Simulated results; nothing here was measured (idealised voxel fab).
process module | voxel tone inversion
cross-section cut | 250 nm wide | cells 5 nm
A cross-section is a grid of square cells, given in bands from the top down. A band is one or more rows of cells.
Each band's line starts with the height of the band's top and of its bottom, in nm. Then come its materials from left to right, each with its width in nm. One material with "throughout" fills the band from edge to edge. "air" is empty space.
Height 0 is the level under which the wafer as received is all one material. The lowest band goes on downwards, as in "0 down".
A width such as "30 to 40" changes by the same amount from each row of cells to the next, from the band's top row to its bottom row.
"no change" after a step means that no cell of the cross-section changed.
closed voids: empty space of 8 cells or more with no open way to the top, each as width x height at its distance from the left edge, in nm
after a step's settings: what the simulator itself notes on the step
overlay nm, on a step with a mask: how far to the right of its planned place the mask lay; to the left if negative
plan
1 op RECEIVE | material Si
2 op CONFORMAL_DEP | material SiN | thk nm 5
3 op DIRECTIONAL_DEP | material polySi | thk nm 15
4 op PATTERN | tone cover | mask id POSTS | material resist | width nm 15 | pitch nm 45 | thk nm 20 | overlay nm 0
5 op DIRECTIONAL_ETCH | etch materials polySi | depth nm 5
6 op STRIP | etch materials resist
7 op FILL_DEP | material SiO2 | thk nm 5
8 op CMP | height nm 20
9 op STRIP | etch materials polySi
10 op CONFORMAL_DEP | material TiN | thk nm 5
11 op FILL_DEP | material Ru | thk nm 10
12 op CMP | height nm 20
13 op CONFORMAL_DEP | material SiN | thk nm 5
varied across the wafers: depth nm of step 5. The plan shows the first wafer's value. All wafers start alike
first wafer as received, after step 1
  0 down: Si throughout
  closed voids: none
each wafer at the end: cells of each material gained (+) or lost (-) since it was received, then its closed voids
depth nm 5 | +100 Ru | +100 SiN | +50 TiN | closed voids: none
depth nm 10 | +100 Ru | +100 SiN | +50 TiN | closed voids: none
depth nm 15 | +8 Ru | +100 SiN | +114 SiO2 | +28 TiN | closed voids: none
depth nm 20 | +8 Ru | +100 SiN | +114 SiO2 | +28 TiN | closed voids: none
depth nm 25 | +8 Ru | +100 SiN | +114 SiO2 | +28 TiN | closed voids: none
depth nm 30 | +8 Ru | +100 SiN | +114 SiO2 | +28 TiN | closed voids: none
